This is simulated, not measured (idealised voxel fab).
This section sets out a process module, namely voxel capacitor over wiring.
The width of the displayed cross-section, cut, is 160 nm; its cells are square, with a size of 5 nm.
This document writes a cross-section as a grid whose cells are square, and gives it as bands, listed from the top down; one or more rows of cells form a band. First you get the band's top height and its bottom height, in nm, and then the materials it's made of, left to right, with each width in nm. If you see a single material with "throughout", that one covers the band edge to edge. "empty" is empty space. Heights are reckoned from 0. Under this level, the received wafer is all of one material. The bottommost band is open-ended downward, for example "top 0, no bottom". A width such as "30..40" changes by the same amount from each row of cells to the next, from the band's top row to its bottom row. Step note "remained the same" = no cross-section cell changed. This entry, "Encapsulated voids", enumerates those empty regions of no fewer than 8 cells that possess no open connection to the top. Each region is reported in the form width x height at distance, the distance being taken from the left edge, with all three quantities expressed in nm. Where a step's line continues beyond its settings, the continuation is a remark by the simulator itself on that step. overlay nm: where the mask lay relative to plan, measured to the right, on steps with a mask; negatives go left.

# Steps planned for the process
1. RECEIVE: material Si
2. CONFORMAL_DEP: material SiO2, thk nm 10
3. DIRECTIONAL_DEP: material TiN, thk nm 5
4. DIRECTIONAL_DEP: material Ru, thk nm 20
5. PATTERN: tone cover, mask id METAL_1, material resist, width nm 25, pitch nm 75, thk nm 15, overlay nm 0
6. DIRECTIONAL_ETCH: etch materials Ru, depth nm 20
7. DIRECTIONAL_ETCH: etch materials TiN, depth nm 5
8. STRIP: etch materials resist
9. CONFORMAL_DEP: material SiCN, thk nm 5
10. FILL_DEP: material lowk, thk nm 10
11. CMP: height nm 35
12. CONFORMAL_DEP: material SiCN, thk nm 5
13. DIRECTIONAL_DEP: material lowk, thk nm 10
14. PATTERN: tone open, mask id PLUG_1, material resist, width nm 15, thk nm 15, overlay nm 0
15. DIRECTIONAL_ETCH: etch materials lowk, depth nm 10
16. DIRECTIONAL_ETCH: etch materials SiCN, depth nm 5
17. STRIP: etch materials resist
18. CONFORMAL_DEP: material TiN, thk nm 5
19. FILL_DEP: material Cu, thk nm 5
20. CMP: height nm 50
21. DIRECTIONAL_DEP: material TiN, thk nm 5
22. DIRECTIONAL_DEP: material Al2O3, thk nm 5
23. DIRECTIONAL_DEP: material TiN, thk nm 10
24. MASKED_ETCH: tone cover, mask id UPPER_PLATE, width nm 55, etch materials TiN, depth nm 10, overlay nm 0
25. MASKED_ETCH: tone cover, mask id UPPER_PLATE, width nm 55, etch materials Al2O3, depth nm 5, overlay nm 0
26. MASKED_ETCH: tone cover, mask id LOWER_PLATE, width nm 65, etch materials TiN, depth nm 5, overlay nm 0
27. FILL_DEP: material SiO2, thk nm 15
28. CMP: height nm 80
29. DIRECTIONAL_DEP: material aC, thk nm 15
30. PATTERN: tone open, mask id PLUG_2, material resist, width nm 15, thk nm 35, overlay nm 0
31. DIRECTIONAL_ETCH: etch materials aC, depth nm 15
32. STRIP: etch materials resist
33. DIRECTIONAL_ETCH: etch materials SiO2, depth nm 10
34. STRIP: etch materials aC
35. CONFORMAL_DEP: material TiN, thk nm 5
36. FILL_DEP: material Cu, thk nm 10
37. CMP: height nm 80
38. CONFORMAL_DEP: material SiCN, thk nm 5

# So this is the incoming wafer in cross-section - it's already been through step 1
- top 0, no bottom = Si throughout
- Encapsulated voids: none

# The first of two wafers, cross-sectioned at the end of the module, with the run proceeding as planned
- top 85, bottom 80 = SiCN throughout
- top 80, bottom 75 = SiO2 50 / TiN 5 / Cu 5 / TiN 5 / SiO2 95
- top 75, bottom 70 = SiO2 50 / TiN 15 / SiO2 95
- top 70, bottom 60 = SiO2 40 / TiN 55 / SiO2 65
- top 60, bottom 55 = SiO2 40 / Al2O3 55 / SiO2 65
- top 55, bottom 50 = SiO2 35 / TiN 65 / SiO2 60
- top 50, bottom 40 = lowk 40 / TiN 5 / Cu 5 / TiN 5 / lowk 105
- top 40, bottom 35 = SiCN 40 / TiN 15 / SiCN 105
- top 35, bottom 15 = lowk 25 / SiCN 5 / Ru 25 / SiCN 5 / lowk 40 / SiCN 5 / Ru 25 / SiCN 5 / lowk 25
- top 15, bottom 10 = SiCN 30 / TiN 25 / SiCN 50 / TiN 25 / SiCN 30
- top 10, bottom 0 = SiO2 throughout
- top 0, no bottom = Si throughout
- Encapsulated voids: none

# Cross-section of the latter of the two wafers at module completion. It had an identical start and an identical plan to the former; in running it, one mistake was made
- top 85, bottom 80 = SiCN throughout
- top 80, bottom 75 = SiO2 50 / TiN 5 / Cu 5 / TiN 5 / SiO2 95
- top 75, bottom 70 = SiO2 50 / TiN 15 / SiO2 95
- top 70, bottom 60 = SiO2 45 / TiN 45 / SiO2 70
- top 60, bottom 55 = SiO2 40 / Al2O3 55 / SiO2 65
- top 55, bottom 50 = SiO2 35 / TiN 65 / SiO2 60
- top 50, bottom 40 = lowk 40 / TiN 5 / Cu 5 / TiN 5 / lowk 105
- top 40, bottom 35 = SiCN 40 / TiN 15 / SiCN 105
- top 35, bottom 15 = lowk 25 / SiCN 5 / Ru 25 / SiCN 5 / lowk 40 / SiCN 5 / Ru 25 / SiCN 5 / lowk 25
- top 15, bottom 10 = SiCN 30 / TiN 25 / SiCN 50 / TiN 25 / SiCN 30
- top 10, bottom 0 = SiO2 throughout
- top 0, no bottom = Si throughout
- Encapsulated voids: none
Processing error: the process deviated at step 24: the operation and settings actually run there were MASKED_ETCH: tone cover, mask id UPPER_PLATE, width nm 45, etch materials TiN, depth nm 10, overlay nm 0
Counted in cells at the end, the second wafer holds more or fewer of these materials than the first: +4 SiO2; -4 TiN
